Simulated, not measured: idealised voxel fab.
This section sets out a process module, namely voxel spacer lines.
Square cell edge 5 nm, section width 150 nm, ID cut.
Format of a cross-section: grid, square cells. Given as bands. Order: top down. Band: one or more rows of cells.
Each band's line starts with the height of the band's top and of its bottom, in nm. Then come its materials from left to right, each with its width in nm. One material with "all across" fills the band from edge to edge. "empty" is empty space.
For the purposes of this specification, 0 denotes the height below which the wafer in its as-received condition is composed wholly of one material, and the lowermost band, lacking a lower limit, extends downward without end, as expressed in "0 nm and below".
A width such as "30->40" changes by the same amount from each row of cells to the next, from the band's top row to its bottom row.
What does "everything unchanged" mean for a step? It means no cell of the cross-section changed in that step.
Closed-off voids of 8+ cells (no open route to the top) go in "Closed voids list", written width x height at distance from the left edge, in nm.
Text after the settings on a step's line: the simulator's own remark on that step.
overlay nm: how far to the right of its planned place the mask lay on this masked step (negative: to the left).

So here's the lineup of process steps we planned
1: RECEIVE, material Si
2: CONFORMAL_DEP, material Al2O3, thk nm 5
3: DIRECTIONAL_DEP, material SiN, thk nm 10
4: DIRECTIONAL_DEP, material aC, thk nm 20
5: PATTERN, tone cover, mask id MANDREL, material resist, width nm 25, pitch nm 80, thk nm 30, overlay nm 0
6: DIRECTIONAL_ETCH, etch materials aC, depth nm 20
7: STRIP, etch materials resist
8: CONFORMAL_DEP, material SiO2, thk nm 15
9: DIRECTIONAL_ETCH, etch materials SiO2, depth nm 15
10: STRIP, etch materials aC
11: DIRECTIONAL_ETCH, etch materials SiN, depth nm 20
12: STRIP, etch materials SiO2
Every wafer here starts from the same state; it is the step 3 thk nm that distinguishes them, and the value the plan gives belongs to the first wafer.

Received condition of the first of several wafers, sectioned: post-step 1
- 0 nm and below | Si all across
- Closed voids list: none

Module end state after final step 12: cross-section of the first of several wafers
- 15 nm to 5 nm | empty 5 nm  SiN 15 nm  empty 25 nm  SiN 15 nm  empty 25 nm  SiN 15 nm  empty 25 nm  SiN 15 nm  empty 10 nm
- 5 nm to 0 nm | Al2O3 all across
- 0 nm and below | Si all across
- Closed voids list: none

Cross-section, module end, final of several wafers
- 40 nm to 20 nm | empty 5 nm  SiN 15 nm  empty 25 nm  SiN 15 nm  empty 25 nm  SiN 15 nm  empty 25 nm  SiN 15 nm  empty 10 nm
- 20 nm to 5 nm | SiN all across
- 5 nm to 0 nm | Al2O3 all across
- 0 nm and below | Si all across
- Closed voids list: none

Basically each wafer gets a line in the table, showing it at the end of the module: material by material, the cells it gained (+) or lost (-) since we got it, then its closed voids
thk nm 10 | +30 Al2O3 | +24 SiN | Closed voids list: none
thk nm 15 | +30 Al2O3 | +36 SiN | Closed voids list: none
thk nm 20 | +30 Al2O3 | +48 SiN | Closed voids list: none
thk nm 25 | +30 Al2O3 | +78 SiN | Closed voids list: none
thk nm 30 | +30 Al2O3 | +108 SiN | Closed voids list: none
thk nm 35 | +30 Al2O3 | +138 SiN | Closed voids list: none
